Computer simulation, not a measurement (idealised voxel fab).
Process module name: voxel wiring stack
225 nm wide, 5 nm square cells: that's cross-section cut.
Cross-section spec: square-cell grid; bands listed top down; each band is one or more rows.
This entry defines a band. It first specifies the height of the band's top and the height of its bottom in nm, and then specifies the band's materials from left to right, stating each material with its width in nm. The word "throughout" identifies a single material that fills the band from edge to edge, while the word "air" identifies empty space.
Heights are expressed relative to 0, this being the level below which the as-received wafer comprises one material exclusively. The lowest band is unbounded in the downward direction and is denoted as in "0 down".
The notation "30 to 40" denotes a width that varies across the rows of cells in the band, beginning at the first number in the top row, finishing at the second number in the bottom row, and changing by an identical amount from each row to the next.
Take "no alteration" at face value: in the step it is given for, the cross-section changed in none of its cells.
Any empty space of 8 cells or more lacking an open way to the top shows up in "Enclosed voids" as width x height at distance, distance from the left edge, in nm.
That trailing text on a step's line, after the settings, is the simulator's own remark on the step.
For masked steps, "overlay nm" on the step line gives how far right of plan the mask actually lay; a minus sign means it lay to the left.
## Planned step list for the process
| 1 | op RECEIVE | material Si |
| 2 | op CONFORMAL_DEP | material SiO2 | thk nm 10 |
| 3 | op CONFORMAL_DEP | material SiCN | thk nm 5 |
| 4 | op DIRECTIONAL_DEP | material SiO2 | thk nm 25 |
| 5 | op MASKED_ETCH | tone open | mask id METAL_1 | width nm 25 | pitch nm 45 | etch materials SiO2 | depth nm 25 | overlay nm 0 |
| 6 | op MASKED_ETCH | tone open | mask id METAL_1 | width nm 25 | pitch nm 45 | etch materials SiCN | depth nm 5 | overlay nm 0 |
| 7 | op CONFORMAL_DEP | material TiN | thk nm 5 |
| 8 | op FILL_DEP | material Ru | thk nm 5 |
| 9 | op CMP | height nm 40 |
| 10 | op CONFORMAL_DEP | material SiCN | thk nm 5 |
| 11 | op DIRECTIONAL_DEP | material lowk | thk nm 30 |
| 12 | op PATTERN | tone open | mask id METAL_2_HOLES | material resist | width nm 15 | thk nm 20 | overlay nm 0 |
| 13 | op DIRECTIONAL_ETCH | etch materials lowk | depth nm 30 |
| 14 | op STRIP | etch materials resist |
| 15 | op PATTERN | tone open | mask id METAL_2 | material resist | width nm 25 | pitch nm 45 | thk nm 15 | overlay nm 0 |
| 16 | op DIRECTIONAL_ETCH | etch materials lowk | depth nm 15 |
| 17 | op DIRECTIONAL_ETCH | etch materials SiCN | depth nm 5 |
| 18 | op STRIP | etch materials resist |
| 19 | op CONFORMAL_DEP | material TiN | thk nm 5 |
| 20 | op FILL_DEP | material Cu | thk nm 5 |
| 21 | op CMP | height nm 75 |
| 22 | op CONFORMAL_DEP | material SiCN | thk nm 5 |
| 23 | op DIRECTIONAL_DEP | material SiO2 | thk nm 20 |
| 24 | op PATTERN | tone open | mask id PLUG_2 | material resist | width nm 15 | pitch nm 45 | thk nm 20 | overlay nm 0 |
| 25 | op DIRECTIONAL_ETCH | etch materials SiO2 | depth nm 20 |
| 26 | op DIRECTIONAL_ETCH | etch materials SiCN | depth nm 5 |
| 27 | op STRIP | etch materials resist |
| 28 | op EPI | material Ru | thk nm 10 |
| 29 | op EPI | material Ru | thk nm 10 |
| 30 | op EPI | material Ru | thk nm 5 |
| 31 | op DIRECTIONAL_DEP | material TiN | thk nm 5 |
| 32 | op DIRECTIONAL_DEP | material Ru | thk nm 20 |
| 33 | op DIRECTIONAL_DEP | material aC | thk nm 15 |
| 34 | op PATTERN | tone cover | mask id METAL_3 | material resist | width nm 25 | pitch nm 45 | thk nm 30 | overlay nm 0 |
| 35 | op DIRECTIONAL_ETCH | etch materials aC | depth nm 15 |
| 36 | op STRIP | etch materials resist |
| 37 | op DIRECTIONAL_ETCH | etch materials Ru | depth nm 20 |
| 38 | op DIRECTIONAL_ETCH | etch materials TiN | depth nm 5 |
| 39 | op STRIP | etch materials aC |
| 40 | op FILL_DEP | material SiO2 | thk nm 10 |
| 41 | op CMP | height nm 125 |
| 42 | op CONFORMAL_DEP | material SiCN | thk nm 5 |
## Incoming wafer, cross-sectional view, post step 1
- 0 down  Si throughout
- Enclosed voids: none
## What the wafer looks like in cross-section after this module, when it starts as shown above and follows the plan above but one mistake is made in running it
- 130 to 125  SiCN throughout
- 125 to 115  SiO2 (75) | Ru (25) | SiO2 (20) | Ru (25) | SiO2 (80)
- 115 to 110  SiO2 (75) | TiN (25) | SiO2 (20) | TiN (25) | SiO2 (80)
- 110 to 100  SiO2 (65) | Ru (35) | SiO2 (10) | Ru (35) | SiO2 (80)
- 100 to 80  SiO2 (75) | Ru (15) | SiO2 (30) | Ru (15) | SiO2 (90)
- 80 to 75  SiCN (75) | Ru (15) | SiCN (30) | Ru (15) | SiCN (90)
- 75 to 65  lowk (75) | TiN (5) | Cu (15) | TiN (5) | lowk (20) | TiN (5) | Cu (15) | TiN (5) | lowk (80)
- 65 to 60  lowk (75) | TiN (5) | Cu (5) | TiN (15) | lowk (20) | TiN (25) | lowk (80)
- 60 to 45  lowk (75) | TiN (5) | Cu (5) | TiN (5) | lowk (135)
- 45 to 40  SiCN (75) | TiN (15) | SiCN (135)
- 40 to 15  SiO2 (75) | TiN (5) | Ru (15) | TiN (5) | SiO2 (20) | TiN (5) | Ru (15) | TiN (5) | SiO2 (80)
- 15 to 10  SiCN (75) | TiN (25) | SiCN (20) | TiN (25) | SiCN (80)
- 10 to 0  SiO2 throughout
- 0 down  Si throughout
- Enclosed voids: none
In executing the process, a mistake was made relative to the plan: one of the identical steps 28 and 29 ran twice, and which one cannot be pinned down
